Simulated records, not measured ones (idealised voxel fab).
process module | voxel self aligned vias
cross-section cut | 255 nm wide | cells 5 nm
A cross-section is a grid of square cells, given in bands from the top down. A band is one or more rows of cells.
Each band's line starts with the height of the band's top and of its bottom, in nm. Then come its materials from left to right, each with its width in nm. One material with "throughout" fills the band from edge to edge. "air" is empty space.
Height 0 is the level under which the wafer as received is all one material. The lowest band goes on downwards, as in "0 down".
A width such as "30 to 40" changes by the same amount from each row of cells to the next, from the band's top row to its bottom row.
"no change" after a step means that no cell of the cross-section changed.
closed voids: empty space of 8 cells or more with no open way to the top, each as width x height at its distance from the left edge, in nm
after a step's settings: what the simulator itself notes on the step
overlay nm, on a step with a mask: how far to the right of its planned place the mask lay; to the left if negative
plan
1 op RECEIVE | material Si
2 op CONFORMAL_DEP | material SiO2 | thk nm 15
3 op CONFORMAL_DEP | material SiCN | thk nm 5
4 op DIRECTIONAL_DEP | material SiO2 | thk nm 25
5 op PATTERN | tone open | mask id LINES | material resist | width nm 30 | pitch nm 70 | thk nm 20 | overlay nm 0
6 op DIRECTIONAL_ETCH | etch materials SiO2 | depth nm 25
7 op STRIP | etch materials resist
8 op CONFORMAL_DEP | material TiN | thk nm 5
9 op FILL_DEP | material W | thk nm 5
10 op CMP | height nm 45
11 op SELECTIVE_ETCH | etch materials W Ru TiN | depth nm 5
12 op FILL_DEP | material SiN | thk nm 5
13 op CMP | height nm 45
14 op DIRECTIONAL_DEP | material SiO2 | thk nm 20
15 op PATTERN | tone open | mask id VIAS | material resist | width nm 40 | pitch nm 70 | thk nm 20 | overlay nm 0
16 op DIRECTIONAL_ETCH | etch materials SiO2 | depth nm 20
17 op DIRECTIONAL_ETCH | etch materials SiN | depth nm 5
18 op STRIP | etch materials resist
19 op CONFORMAL_DEP | material TiN | thk nm 5
20 op FILL_DEP | material W | thk nm 5
21 op CMP | height nm 65
22 op CONFORMAL_DEP | material SiN | thk nm 5
first wafer, as planned
as received, after step 1
  0 down: Si throughout
  closed voids: none
after step 2
  15 to 0: SiO2 throughout
  below 0: unchanged
after step 3
  20 to 15: SiCN throughout
  below 15: unchanged
after step 4
  45 to 20: SiO2 throughout
  below 20: unchanged
after step 5
  65 to 45: resist 75 | air 30 | resist 40 | air 30 | resist 80
  below 45: unchanged
after step 6
  65 to 45: resist 75 | air 30 | resist 40 | air 30 | resist 80
  45 to 20: SiO2 75 | air 30 | SiO2 40 | air 30 | SiO2 80
  below 20: unchanged
after step 7
  45 to 20: SiO2 75 | air 30 | SiO2 40 | air 30 | SiO2 80
  below 20: unchanged
after step 8
  50 to 45: TiN 80 | air 20 | TiN 50 | air 20 | TiN 85
  45 to 25: SiO2 75 | TiN 5 | air 20 | TiN 5 | SiO2 40 | TiN 5 | air 20 | TiN 5 | SiO2 80
  25 to 20: SiO2 75 | TiN 30 | SiO2 40 | TiN 30 | SiO2 80
  below 20: unchanged
after step 9
  55 to 50: W throughout
  50 to 45: TiN 80 | W 20 | TiN 50 | W 20 | TiN 85
  45 to 25: SiO2 75 | TiN 5 | W 20 | TiN 5 | SiO2 40 | TiN 5 | W 20 | TiN 5 | SiO2 80
  below 25: unchanged
after step 10
  45 to 25: SiO2 75 | TiN 5 | W 20 | TiN 5 | SiO2 40 | TiN 5 | W 20 | TiN 5 | SiO2 80
  below 25: unchanged
after step 11
  45 to 40: SiO2 75 | air 30 | SiO2 40 | air 30 | SiO2 80
  below 40: unchanged
after step 12
  50 to 45: SiN throughout
  45 to 40: SiO2 75 | SiN 30 | SiO2 40 | SiN 30 | SiO2 80
  below 40: unchanged
after step 13
  45 to 40: SiO2 75 | SiN 30 | SiO2 40 | SiN 30 | SiO2 80
  below 40: unchanged
after step 14
  65 to 45: SiO2 throughout
  below 45: unchanged
after step 15
  85 to 65: resist 70 | air 40 | resist 30 | air 40 | resist 75
  below 65: unchanged
after step 16
  85 to 65: resist 70 | air 40 | resist 30 | air 40 | resist 75
  65 to 45: SiO2 70 | air 40 | SiO2 30 | air 40 | SiO2 75
  below 45: unchanged
after step 17
  85 to 65: resist 70 | air 40 | resist 30 | air 40 | resist 75
  65 to 45: SiO2 70 | air 40 | SiO2 30 | air 40 | SiO2 75
  45 to 40: SiO2 75 | air 30 | SiO2 40 | air 30 | SiO2 80
  below 40: unchanged
after step 18
  65 to 45: SiO2 70 | air 40 | SiO2 30 | air 40 | SiO2 75
  below 45: unchanged
after step 19
  70 to 65: TiN 75 | air 30 | TiN 40 | air 30 | TiN 80
  65 to 50: SiO2 70 | TiN 5 | air 30 | TiN 5 | SiO2 30 | TiN 5 | air 30 | TiN 5 | SiO2 75
  50 to 45: SiO2 70 | TiN 10 | air 20 | TiN 10 | SiO2 30 | TiN 10 | air 20 | TiN 10 | SiO2 75
  45 to 40: SiO2 75 | TiN 30 | SiO2 40 | TiN 30 | SiO2 80
  below 40: unchanged
after step 20
  75 to 70: W throughout
  70 to 65: TiN 75 | W 30 | TiN 40 | W 30 | TiN 80
  65 to 50: SiO2 70 | TiN 5 | W 30 | TiN 5 | SiO2 30 | TiN 5 | W 30 | TiN 5 | SiO2 75
  50 to 45: SiO2 70 | TiN 10 | W 20 | TiN 10 | SiO2 30 | TiN 10 | W 20 | TiN 10 | SiO2 75
  below 45: unchanged
after step 21
  65 to 50: SiO2 70 | TiN 5 | W 30 | TiN 5 | SiO2 30 | TiN 5 | W 30 | TiN 5 | SiO2 75
  below 50: unchanged
after step 22
  70 to 65: SiN throughout
  below 65: unchanged
second wafer: like start, like plan, one mistake. Through step 2 it matches the first wafer
when step 3 should have ended: no change
when step 4 should have ended
  40 to 0: SiO2 throughout
  below 0: unchanged
when step 5 should have ended
  60 to 40: resist 75 | air 30 | resist 40 | air 30 | resist 80
  below 40: unchanged
when step 6 should have ended
  60 to 40: resist 75 | air 30 | resist 40 | air 30 | resist 80
  40 to 15: SiO2 75 | air 30 | SiO2 40 | air 30 | SiO2 80
  below 15: unchanged
when step 7 should have ended
  40 to 15: SiO2 75 | air 30 | SiO2 40 | air 30 | SiO2 80
  below 15: unchanged
when step 8 should have ended
  45 to 40: TiN 80 | air 20 | TiN 50 | air 20 | TiN 85
  40 to 20: SiO2 75 | TiN 5 | air 20 | TiN 5 | SiO2 40 | TiN 5 | air 20 | TiN 5 | SiO2 80
  20 to 15: SiO2 75 | TiN 30 | SiO2 40 | TiN 30 | SiO2 80
  below 15: unchanged
when step 9 should have ended
  50 to 45: W throughout
  45 to 40: TiN 80 | W 20 | TiN 50 | W 20 | TiN 85
  40 to 20: SiO2 75 | TiN 5 | W 20 | TiN 5 | SiO2 40 | TiN 5 | W 20 | TiN 5 | SiO2 80
  below 20: unchanged
when step 10 should have ended
  45 to 40: TiN 80 | W 20 | TiN 50 | W 20 | TiN 85
  below 40: unchanged
when step 11 should have ended
  40 to 20: SiO2 75 | TiN 5 | W 20 | TiN 5 | SiO2 40 | TiN 5 | W 20 | TiN 5 | SiO2 80
  below 20: unchanged
when step 12 should have ended
  45 to 40: SiN throughout
  below 40: unchanged
when step 13 should have ended: no change
when step 14 should have ended
  65 to 45: SiO2 throughout
  below 45: unchanged
when step 15 should have ended
  85 to 65: resist 70 | air 40 | resist 30 | air 40 | resist 75
  below 65: unchanged
when step 16 should have ended
  85 to 65: resist 70 | air 40 | resist 30 | air 40 | resist 75
  65 to 45: SiO2 70 | air 40 | SiO2 30 | air 40 | SiO2 75
  below 45: unchanged
when step 17 should have ended
  85 to 65: resist 70 | air 40 | resist 30 | air 40 | resist 75
  65 to 45: SiO2 70 | air 40 | SiO2 30 | air 40 | SiO2 75
  45 to 40: SiN 70 | air 40 | SiN 30 | air 40 | SiN 75
  below 40: unchanged
when step 18 should have ended
  65 to 45: SiO2 70 | air 40 | SiO2 30 | air 40 | SiO2 75
  below 45: unchanged
when step 19 should have ended
  70 to 65: TiN 75 | air 30 | TiN 40 | air 30 | TiN 80
  65 to 45: SiO2 70 | TiN 5 | air 30 | TiN 5 | SiO2 30 | TiN 5 | air 30 | TiN 5 | SiO2 75
  45 to 40: SiN 70 | TiN 40 | SiN 30 | TiN 40 | SiN 75
  below 40: unchanged
when step 20 should have ended
  75 to 70: W throughout
  70 to 65: TiN 75 | W 30 | TiN 40 | W 30 | TiN 80
  65 to 45: SiO2 70 | TiN 5 | W 30 | TiN 5 | SiO2 30 | TiN 5 | W 30 | TiN 5 | SiO2 75
  below 45: unchanged
when step 21 should have ended
  65 to 45: SiO2 70 | TiN 5 | W 30 | TiN 5 | SiO2 30 | TiN 5 | W 30 | TiN 5 | SiO2 75
  below 45: unchanged
when step 22 should have ended
  70 to 65: SiN throughout
  below 65: unchanged
what went wrong: step 3 was left out
at the end the second wafer has, in cells: 51 fewer of SiCN | 35 more of SiN | 4 more of TiN | 12 more of W
